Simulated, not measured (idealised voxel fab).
The name of this process module is voxel self aligned vias.
In the cross-section labelled cut, the width is 260 nm and each square cell is 5 nm.
Square cells in a grid make up a cross-section in this document, and the grid is given as bands, listed from the top down, each one or more rows of cells. In this notation a band is specified by the heights of its top and bottom, in that order and in nm, after which its materials appear from left to right, each paired with its width in nm. The word "full width" attached to a single material means that material fills the band from edge to edge; the word "blank" stands for empty space. Ref level 0: as-received wafer is one material below here. Bottom band extends down with no lower bound ("from 0 down"). Think of "30..40" as a width that walks from the first number to the second as you go down the band, top row to bottom row, taking equal-sized steps from row to row. The designation "remains unaltered", where it is given for a processing step, indicates that no cell of the cross-section was altered in the course of that step. "Tabulated closed voids" - sealed voids, min. 8 cells, no opening to top; format: width x height at distance (distance from left edge; nm throughout). Past the settings on a step's line: simulator remark, on that step. The "overlay nm" setting may appear on a step's line; for a step that uses a mask, it gives how far to the right of its planned position the mask lay, and a negative value indicates the left.
This section lists the process steps that were planned
- 1: RECEIVE [material Si]
- 2: CONFORMAL_DEP [material SiO2] [thk nm 10]
- 3: CONFORMAL_DEP [material SiCN] [thk nm 5]
- 4: DIRECTIONAL_DEP [material lowk] [thk nm 30]
- 5: DIRECTIONAL_DEP [material aC] [thk nm 15]
- 6: PATTERN [tone open] [mask id LINES] [material resist] [width nm 20] [pitch nm 60] [thk nm 30] [overlay nm -15]
- 7: DIRECTIONAL_ETCH [etch materials aC] [depth nm 15]
- 8: STRIP [etch materials resist]
- 9: DIRECTIONAL_ETCH [etch materials lowk] [depth nm 30]
- 10: STRIP [etch materials aC]
- 11: CONFORMAL_DEP [material TiN] [thk nm 5]
- 12: FILL_DEP [material Ru] [thk nm 5]
- 13: CMP [height nm 45]
- 14: SELECTIVE_ETCH [etch materials W Ru TiN] [depth nm 5]
- 15: FILL_DEP [material SiN] [thk nm 5]
- 16: CMP [height nm 45]
- 17: DIRECTIONAL_DEP [material lowk] [thk nm 20]
- 18: MASKED_ETCH [tone open] [mask id VIAS] [width nm 40] [pitch nm 60] [etch materials lowk] [depth nm 20] [overlay nm 0]
- 19: MASKED_ETCH [tone open] [mask id VIAS] [width nm 40] [pitch nm 60] [etch materials SiN] [depth nm 5] [overlay nm 0]
- 20: CONFORMAL_DEP [material TiN] [thk nm 5]
- 21: FILL_DEP [material W] [thk nm 5]
- 22: CMP [height nm 65]
- 23: CONFORMAL_DEP [material SiN] [thk nm 5]
Be aware that, although all wafers share a common starting state, the overlay nm at step 6 differs among them, and the plan displays the first wafer's value.
First of several wafers, received after step 1, in cross-section
* from 0 down  Si full width
* Tabulated closed voids: none
each wafer at the end: cells of each material gained (+) or lost (-) since it was received, then its closed voids
overlay nm -15 | +16 Ru | +52 SiCN | +54 SiN | +104 SiO2 | +56 TiN | +38 W | +408 lowk | Tabulated closed voids: none
overlay nm -10 | +16 Ru | +52 SiCN | +52 SiN | +104 SiO2 | +56 TiN | +40 W | +408 lowk | Tabulated closed voids: none
overlay nm -5 | +16 Ru | +52 SiCN | +52 SiN | +104 SiO2 | +56 TiN | +40 W | +408 lowk | Tabulated closed voids: none
overlay nm 0 | +16 Ru | +52 SiCN | +52 SiN | +104 SiO2 | +56 TiN | +40 W | +408 lowk | Tabulated closed voids: none
overlay nm 5 | +16 Ru | +52 SiCN | +52 SiN | +104 SiO2 | +56 TiN | +40 W | +408 lowk | Tabulated closed voids: none
overlay nm 10 | +16 Ru | +52 SiCN | +52 SiN | +104 SiO2 | +56 TiN | +40 W | +408 lowk | Tabulated closed voids: none
overlay nm 15 | +16 Ru | +52 SiCN | +54 SiN | +104 SiO2 | +56 TiN | +38 W | +408 lowk | Tabulated closed voids: none
